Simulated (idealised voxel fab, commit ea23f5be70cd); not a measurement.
Process module under the name voxel tone inversion
Section shown: cut. Width: 300 nm. Cell size: 5 nm, square.
Heads up, the way a cross-section reads in here is a grid of square cells, handed over as bands from the top down, with every band being one or more rows of cells. First you get the band's top height and its bottom height, in nm, and then the materials it's made of, left to right, with each width in nm. If you see a single material with "throughout", that one covers the band edge to edge. "air" is empty space. Measure heights from 0. That's the level where, below it, the as-received wafer is all one material. The lowest band is bottomless and extends downward; write it as in "0 down". You'd read "30..40" like this: the band's top row of cells is as wide as the first number, its bottom row is as wide as the second, and going down, every row changes width by the same amount as the row before did. Given "no modifications" for a step, no cell of the cross-section differs between before and after that step. In "Fully closed voids" the enclosed voids are listed, meaning empty spaces of 8 cells or larger without any opening to the top. The form is width x height at distance, distance from the left edge, units nm. On each step's line, the part that comes after the settings is the simulator's own comment on the step. overlay nm: mask right of planned place by this much (step with mask). Neg. = left.
# The steps planned for the process are as follows
- 1: RECEIVE: material Si
- 2: CONFORMAL_DEP: material SiN, thk nm 10
- 3: DIRECTIONAL_DEP: material aC, thk nm 25
- 4: PATTERN: tone cover, mask id POSTS, material resist, width nm 20, pitch nm 35, thk nm 35, overlay nm 0
- 5: DIRECTIONAL_ETCH: etch materials aC, depth nm 25
- 6: STRIP: etch materials resist
- 7: FILL_DEP: material SiO2, thk nm 5
- 8: CMP: height nm 35
- 9: STRIP: etch materials aC
# Wafer at receipt (post step 1), cross-section
0 down  Si throughout
Fully closed voids: none
# As-planned run: cross-section of the first of two wafers at end of module
35 to 10  SiO2=120 / air=20 / SiO2=15 / air=20 / SiO2=125
10 to 0  SiN throughout
0 down  Si throughout
Fully closed voids: none
# Cross-section of the latter of the two wafers at module completion. It had an identical start and an identical plan to the former; in running it, one mistake was made
35 to 10  SiO2=125 / air=15 / SiO2=20 / air=15 / SiO2=125
10 to 0  SiN throughout
0 down  Si throughout
Fully closed voids: none
Processing error: contrary to plan, step 4 was performed as PATTERN: tone cover, mask id POSTS, material resist, width nm 15, pitch nm 35, thk nm 35, overlay nm 0
Bottom line after processing is that, in cells, the second wafer is up or down on some materials versus the first: 10 more of SiO2
